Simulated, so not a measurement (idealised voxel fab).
The following is a process module called voxel ribs on slabs.
The figure presents cross-section cut, which has a width of 240 nm and is divided into square cells with an edge length of 5 nm.
When this document writes out a cross-section, it uses a grid of square cells and lists it as bands, beginning at the top and moving down, with a band standing for one or more rows of cells. This entry defines a band. It first specifies the height of the band's top and the height of its bottom in nm, and then specifies the band's materials from left to right, stating each material with its width in nm. The word "all across" identifies a single material that fills the band from edge to edge, while the word "blank" identifies empty space. Counting heights begins at 0, where everything beneath is, in the wafer as received, one material. The lowest band has no bottom; it goes on downwards, as "0 and below" shows. A width such as "30->40" changes by the same amount from each row of cells to the next, from the band's top row to its bottom row. "no alteration" after a step means that no cell of the cross-section changed. Sealed void listing: empty space of 8 cells or more with no open way to the top, each as width x height at its distance from the left edge, in nm. Text after the settings on a step's line: the simulator's own remark on that step. overlay nm: step with mask; distance mask lay right of planned place; negative value = left of planned place.
Set out below are the planned steps of the process:
1) RECEIVE: material Si
2) DIRECTIONAL_DEP: material SiO2, thk nm 20
3) DIRECTIONAL_DEP: material SiN, thk nm 20
4) DIRECTIONAL_DEP: material aC, thk nm 10
5) PATTERN: tone cover, mask id RIB, material resist, width nm 30, thk nm 30, overlay nm 0
6) DIRECTIONAL_ETCH: etch materials aC, depth nm 10
7) STRIP: etch materials resist
8) DIRECTIONAL_ETCH: etch materials SiN, depth nm 15
9) STRIP: etch materials aC
10) MASKED_ETCH: tone cover, mask id SLAB, width nm 60, etch materials SiN, depth nm 5, overlay nm 0
11) FILL_DEP: material SiO2, thk nm 15
12) CMP: height nm 50
13) DIRECTIONAL_DEP: material W, thk nm 5
14) MASKED_ETCH: tone cover, mask id HEATER, width nm 40, etch materials W, depth nm 5, overlay nm 0
15) CONFORMAL_DEP: material SiN, thk nm 10
As received, after step 1:
* 0 and below = Si all across
* Sealed void listing: none
This is how the wafer looks in cross-section once the module is done, given the starting state and plan above and one mistake in carrying the plan out:
* 65 down to 60 = blank (90), SiN (60), blank (90)
* 60 down to 55 = SiN all across
* 55 down to 50 = SiN (100), W (40), SiN (100)
* 50 down to 40 = SiO2 all across
* 40 down to 25 = SiO2 (100), SiN (30), SiO2 (110)
* 25 down to 20 = SiO2 (90), SiN (60), SiO2 (90)
* 20 down to 0 = SiO2 all across
* 0 and below = Si all across
* Sealed void listing: none
Run error: step 5 did not happen as planned, as run it was PATTERN: tone cover, mask id RIB, material resist, width nm 30, thk nm 30, overlay nm -5
